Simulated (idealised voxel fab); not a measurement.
The process module presented herein is designated voxel local oxidation.
For reference, the cross-section in this document is cut, with width 160 nm and square cells of 5 nm.
For the purposes of this document, a cross-section shall be understood as a grid of square cells, specified as bands listed in top-to-bottom order, each band consisting of one or more rows of cells.
First you get the band's top height and its bottom height, in nm, and then the materials it's made of, left to right, with each width in nm. If you see a single material with "everywhere", that one covers the band edge to edge. "empty" is empty space.
The level at which height equals 0 is the one under which the wafer, as it arrives, is entirely one material. No lower edge exists for the bottom band, which continues downward and is notated as in "0 and below".
You'd read "30..40" like this: the band's top row of cells is as wide as the first number, its bottom row is as wide as the second, and going down, every row changes width by the same amount as the row before did.
"no modifications" for a step: no cell of the cross-section changed in that step.
Empty spaces without an open route to the top, at least 8 cells in extent, make up the entry "Closed void register"; each is given as width x height at distance, where the distance is measured from the left edge, and all are in nm.
If you see something after the settings on a step's line, that's the simulator's own remark about that step.
When a step includes a mask, the "overlay nm" setting on its line states how far to the right of its planned place that mask lay, and negative values state how far to the left.
Steps in the process plan:
1 op RECEIVE | material Si
2 op OXIDIZE | depth nm 5
3 op CONFORMAL_DEP | material SiN | thk nm 10
4 op DIRECTIONAL_DEP | material aC | thk nm 10
5 op PATTERN | tone cover | mask id ACTIVE | material resist | width nm 95 | thk nm 30 | overlay nm 0
6 op DIRECTIONAL_ETCH | etch materials aC | depth nm 10
7 op STRIP | etch materials resist
8 op DIRECTIONAL_ETCH | etch materials SiN | depth nm 10
9 op STRIP | etch materials aC
10 op SELECTIVE_ETCH | etch materials SiO2 | depth nm 5
11 op OXIDIZE | depth nm 15
12 op STRIP | etch materials SiN
Shown in cross-section is the wafer as received, that is, as it stands after step 1:
> 0 and below | Si everywhere
> Closed void register: none
First of two wafers: cross-section at end of module, run per plan:
> 0 down to -5 | 35 nm empty; 85 nm SiO2; 40 nm empty
> -5 down to -20 | 50 nm SiO2; 55 nm Si; 55 nm SiO2
> -20 and below | Si everywhere
> Closed void register: none
Now the second wafer, cross-sectioned at the end of the module. Nothing different at the start, nothing different in the plan compared with the first, just one mistake when it was actually run:
> 0 down to -5 | 35 nm empty; 85 nm SiO2; 40 nm empty
> -5 down to -10 | 40 nm SiO2; 75 nm Si; 45 nm SiO2
> -10 and below | Si everywhere
> Closed void register: none
The plan and the run diverged here: step 11 off recipe, ran as op OXIDIZE | depth nm 5
End of process, cell counts, second wafer against first, materials with more or fewer: Si: 46 more; SiO2: 46 fewer
